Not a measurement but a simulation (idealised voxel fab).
process module | voxel lift off
cross-section cut | 300 nm wide | cells 5 nm
A cross-section is a grid of square cells, given in bands from the top down. A band is one or more rows of cells.
Each band's line starts with the height of the band's top and of its bottom, in nm. Then come its materials from left to right, each with its width in nm. One material with "throughout" fills the band from edge to edge. "air" is empty space.
Height 0 is the level under which the wafer as received is all one material. The lowest band goes on downwards, as in "0 down".
A width such as "30 to 40" changes by the same amount from each row of cells to the next, from the band's top row to its bottom row.
"no change" after a step means that no cell of the cross-section changed.
closed voids: empty space of 8 cells or more with no open way to the top, each as width x height at its distance from the left edge, in nm
after a step's settings: what the simulator itself notes on the step
overlay nm, on a step with a mask: how far to the right of its planned place the mask lay; to the left if negative
plan
1 op RECEIVE | material Si
2 op CONFORMAL_DEP | material SiN | thk nm 5
3 op PATTERN | tone open | mask id LINES | material resist | width nm 25 | pitch nm 50 | thk nm 20 | overlay nm 0
4 op DIRECTIONAL_DEP | material Ru | thk nm 10
5 op STRIP | etch materials resist
6 op CONFORMAL_DEP | material SiN | thk nm 5
as received, after step 1
  0 down: Si throughout
  closed voids: none
first wafer at the end, as planned
  20 to 15: air 80 | SiN 35 | air 15 | SiN 35 | air 15 | SiN 35 | air 85
  15 to 10: air 80 | SiN 5 | Ru 25 | SiN 5 | air 15 | SiN 5 | Ru 25 | SiN 5 | air 15 | SiN 5 | Ru 25 | SiN 5 | air 85
  10 to 5: SiN 85 | Ru 25 | SiN 25 | Ru 25 | SiN 25 | Ru 25 | SiN 90
  5 to 0: SiN throughout
  0 down: Si throughout
  closed voids: none
second wafer at the end: like start, like plan, one mistake
  20 to 15: air 85 | SiN 35 | air 15 | SiN 35 | air 15 | SiN 35 | air 80
  15 to 10: air 85 | SiN 5 | Ru 25 | SiN 5 | air 15 | SiN 5 | Ru 25 | SiN 5 | air 15 | SiN 5 | Ru 25 | SiN 5 | air 80
  10 to 5: SiN 90 | Ru 25 | SiN 25 | Ru 25 | SiN 25 | Ru 25 | SiN 85
  5 to 0: SiN throughout
  0 down: Si throughout
  closed voids: none
what went wrong: step 3 ran as: op PATTERN | tone open | mask id LINES | material resist | width nm 25 | pitch nm 50 | thk nm 20 | overlay nm 5
at the end the second wafer has, in cells: as many of each material as the first, in other places
